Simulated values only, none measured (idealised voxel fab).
Module name: voxel ribs on slabs (process module)
Square cell edge 5 nm, section width 165 nm, ID cut.
Reading order for cross-sections: top band down to bottom band. Underlying form: a grid of square cells. Band size: one or more rows of cells. The band entry comprises the height of the band's top followed by the height of its bottom, expressed in nm, and subsequently the band's materials from left to right, each stated together with its width in nm. Where a single material is marked with the word "throughout", that material fills the band from edge to edge. The word "blank" represents empty space. Where do heights start? At 0: under that level the wafer as delivered is made of one material only. And the lowest band has no floor; it just carries on downward, as in "0..down". Width "30 to 40": first value at the band's top row of cells, second value at its bottom row, equal change from row to row. Where a step carries "no change", the cross-section came out of it unchanged, cell for cell. What "Sealed-off cavities" gives you is every empty space of 8 cells or more that is cut off from the top. Each appears as width x height at distance, with the distance taken from the left edge and width, height and distance all in nm. Note: text after step settings on the step line = simulator remark on that step. What "overlay nm" on a step's line means: if the step has a mask, that mask lay this far to the right of its planned place, or, when the value is negative, to the left.

Below is the list of planned process steps
step 1: RECEIVE (material Si)
step 2: DIRECTIONAL_DEP (material SiO2; thk nm 30)
step 3: DIRECTIONAL_DEP (material SiN; thk nm 15)
step 4: DIRECTIONAL_DEP (material aC; thk nm 10)
step 5: PATTERN (tone cover; mask id RIB; material resist; width nm 25; thk nm 25; overlay nm 0)
step 6: DIRECTIONAL_ETCH (etch materials aC; depth nm 10)
step 7: STRIP (etch materials resist)
step 8: DIRECTIONAL_ETCH (etch materials SiN; depth nm 10)
step 9: STRIP (etch materials aC)
step 10: MASKED_ETCH (tone cover; mask id SLAB; width nm 55; etch materials SiN; depth nm 5; overlay nm 0)
step 11: FILL_DEP (material SiO2; thk nm 25)
step 12: CMP (height nm 65)
step 13: DIRECTIONAL_DEP (material TiN; thk nm 5)
step 14: DIRECTIONAL_DEP (material aC; thk nm 10)
step 15: PATTERN (tone cover; mask id HEATER; material resist; width nm 35; thk nm 30; overlay nm 0)
step 16: DIRECTIONAL_ETCH (etch materials aC; depth nm 10)
step 17: STRIP (etch materials resist)
step 18: DIRECTIONAL_ETCH (etch materials TiN; depth nm 5)
step 19: STRIP (etch materials aC)
step 20: CONFORMAL_DEP (material SiO2; thk nm 10)

Cross-section, incoming material, after step 1
0..down | Si throughout
Sealed-off cavities: none

First wafer at the end, as planned
80..75 | blank: 55; SiO2: 55; blank: 55
75..70 | SiO2 throughout
70..65 | SiO2: 65; TiN: 35; SiO2: 65
65..45 | SiO2 throughout
45..35 | SiO2: 70; SiN: 25; SiO2: 70
35..30 | SiO2: 55; SiN: 55; SiO2: 55
30..0 | SiO2 throughout
0..down | Si throughout
Sealed-off cavities: none

Second wafer of the two, sectioned at the end of the module. It began like the first and followed the same plan, but one mistake was made while running it
80..75 | blank: 55; SiO2: 55; blank: 55
75..70 | SiO2 throughout
70..65 | SiO2: 65; TiN: 35; SiO2: 65
65..60 | SiO2: 55; SiN: 55; SiO2: 55
60..0 | SiO2 throughout
0..down | Si throughout
Sealed-off cavities: none
Plan not followed: step 2 was run twice
Looking at both finished wafers in cells, the second ends up ahead of or behind the first on some materials: SiN: 10 fewer; SiO2: 10 more
